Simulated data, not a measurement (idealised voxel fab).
Title: Process Module voxel wiring stack
Section cut is 280 nm wide and gridded with 5 nm square cells.
Cross-section spec: square-cell grid; bands listed top down; each band is one or more rows.
Each band's line starts with the height of the band's top and of its bottom, in nm. Then come its materials from left to right, each with its width in nm. One material with "full width" fills the band from edge to edge. "empty" is empty space.
Below 0: as-received wafer, all one material; heights counted from there. Lowest band: no bottom, goes on down, written "0 nm and below".
The expression "30->40" gives the width at the extremes of the band, the first number at its top row of cells and the second at its bottom row, with the width changing by equal amounts from each row to the next in between.
"remained unchanged" (step): cross-section cells unchanged, all of them.
You'll see "Enclosed void inventory" listing empty spaces that have no way open to the top, as long as they're 8 cells or more; the notation is width x height at distance, where the distance is from the left edge, and all of it is in nm.
On a step's line, text after the settings is the simulator commenting on that step.
overlay nm: how far to the right of its planned place the mask lay on this masked step (negative: to the left).
The process steps that were planned are listed below:
1: RECEIVE | material Si
2: CONFORMAL_DEP | material SiO2 | thk nm 10
3: CONFORMAL_DEP | material SiN | thk nm 5
4: DIRECTIONAL_DEP | material lowk | thk nm 25
5: PATTERN | tone open | mask id METAL_1 | material resist | width nm 30 | pitch nm 60 | thk nm 15 | overlay nm 0
6: DIRECTIONAL_ETCH | etch materials lowk | depth nm 25
7: DIRECTIONAL_ETCH | etch materials SiN | depth nm 5
8: STRIP | etch materials resist
9: CONFORMAL_DEP | material TiN | thk nm 5
10: FILL_DEP | material W | thk nm 5
11: CMP | height nm 40
12: CONFORMAL_DEP | material SiCN | thk nm 5
13: DIRECTIONAL_DEP | material lowk | thk nm 20
14: DIRECTIONAL_DEP | material aC | thk nm 15
15: PATTERN | tone open | mask id PLUG_1 | material resist | width nm 15 | pitch nm 120 | thk nm 30 | overlay nm 0
16: DIRECTIONAL_ETCH | etch materials aC | depth nm 15
17: STRIP | etch materials resist
18: DIRECTIONAL_ETCH | etch materials lowk | depth nm 20
19: DIRECTIONAL_ETCH | etch materials SiCN | depth nm 5
20: STRIP | etch materials aC
21: EPI | material Ru | thk nm 10
22: EPI | material Ru | thk nm 10
23: EPI | material Ru | thk nm 5
24: CONFORMAL_DEP | material SiCN | thk nm 5
25: DIRECTIONAL_DEP | material lowk | thk nm 25
26: MASKED_ETCH | tone open | mask id METAL_2 | width nm 30 | pitch nm 60 | etch materials lowk | depth nm 25 | overlay nm 0
27: MASKED_ETCH | tone open | mask id METAL_2 | width nm 30 | pitch nm 60 | etch materials SiCN | depth nm 5 | overlay nm 0
28: CONFORMAL_DEP | material TiN | thk nm 5
29: FILL_DEP | material Cu | thk nm 10
30: CMP | height nm 95
31: CONFORMAL_DEP | material SiCN | thk nm 5
32: DIRECTIONAL_DEP | material SiO2 | thk nm 35
33: DIRECTIONAL_DEP | material aC | thk nm 10
34: PATTERN | tone open | mask id METAL_3 | material resist | width nm 30 | pitch nm 60 | thk nm 30 | overlay nm 0
35: DIRECTIONAL_ETCH | etch materials aC | depth nm 10
36: STRIP | etch materials resist
37: DIRECTIONAL_ETCH | etch materials SiO2 | depth nm 20
38: STRIP | etch materials aC
39: PATTERN | tone open | mask id METAL_3_HOLES | material resist | width nm 15 | pitch nm 120 | thk nm 15 | overlay nm 0
40: DIRECTIONAL_ETCH | etch materials SiO2 | depth nm 15
41: DIRECTIONAL_ETCH | etch materials SiCN | depth nm 5
42: STRIP | etch materials resist
43: CONFORMAL_DEP | material TiN | thk nm 5
44: FILL_DEP | material Cu | thk nm 10
45: CMP | height nm 135
46: CONFORMAL_DEP | material SiN | thk nm 5
Shown in cross-section is the wafer as received, that is, as it stands after step 1:
    0 nm and below  Si full width
    Enclosed void inventory: none
Below is the wafer in cross-section after the module was completed. It began from the starting point shown above and followed the plan shown above, except that one mistake was made while running it:
    140 nm to 135 nm  SiN full width
    135 nm to 120 nm  SiO2: 65 | TiN: 5 | Cu: 20 | TiN: 5 | SiO2: 30 | TiN: 5 | Cu: 20 | TiN: 5 | SiO2: 30 | TiN: 5 | Cu: 20 | TiN: 5 | SiO2: 65
    120 nm to 115 nm  SiO2: 65 | TiN: 5 | Cu: 5 | TiN: 20 | SiO2: 30 | TiN: 30 | SiO2: 30 | TiN: 5 | Cu: 5 | TiN: 20 | SiO2: 65
    115 nm to 100 nm  SiO2: 65 | TiN: 5 | Cu: 5 | TiN: 5 | SiO2: 105 | TiN: 5 | Cu: 5 | TiN: 5 | SiO2: 80
    100 nm to 95 nm  SiCN: 65 | TiN: 15 | SiCN: 105 | TiN: 15 | SiCN: 80
    95 nm to 75 nm  lowk: 65 | TiN: 5 | Cu: 25 | TiN: 5 | lowk: 25 | TiN: 5 | Cu: 25 | TiN: 5 | lowk: 25 | TiN: 5 | Cu: 25 | TiN: 5 | lowk: 60
    75 nm to 70 nm  lowk: 65 | TiN: 5 | Cu: 20 | TiN: 10 | lowk: 25 | TiN: 5 | Cu: 20 | TiN: 10 | lowk: 25 | TiN: 5 | Cu: 20 | TiN: 10 | lowk: 60
    70 nm to 65 nm  SiCN: 65 | TiN: 30 | SiCN: 30 | TiN: 30 | SiCN: 30 | TiN: 30 | SiCN: 65
    65 nm to 45 nm  lowk: 65 | Ru: 15 | lowk: 105 | Ru: 15 | lowk: 80
    45 nm to 40 nm  SiCN: 65 | Ru: 15 | SiCN: 105 | Ru: 15 | SiCN: 80
    40 nm to 15 nm  lowk: 65 | TiN: 5 | W: 20 | TiN: 5 | lowk: 30 | TiN: 5 | W: 20 | TiN: 5 | lowk: 30 | TiN: 5 | W: 20 | TiN: 5 | lowk: 65
    15 nm to 10 nm  SiN: 65 | TiN: 30 | SiN: 30 | TiN: 30 | SiN: 30 | TiN: 30 | SiN: 65
    10 nm to 0 nm  SiO2 full width
    0 nm and below  Si full width
    Enclosed void inventory: none
So what did we get wrong on this run? so step 26 ended up running with a different setting than we planned, it ran as MASKED_ETCH | tone open | mask id METAL_2 | width nm 35 | pitch nm 60 | etch materials lowk | depth nm 25 | overlay nm 0
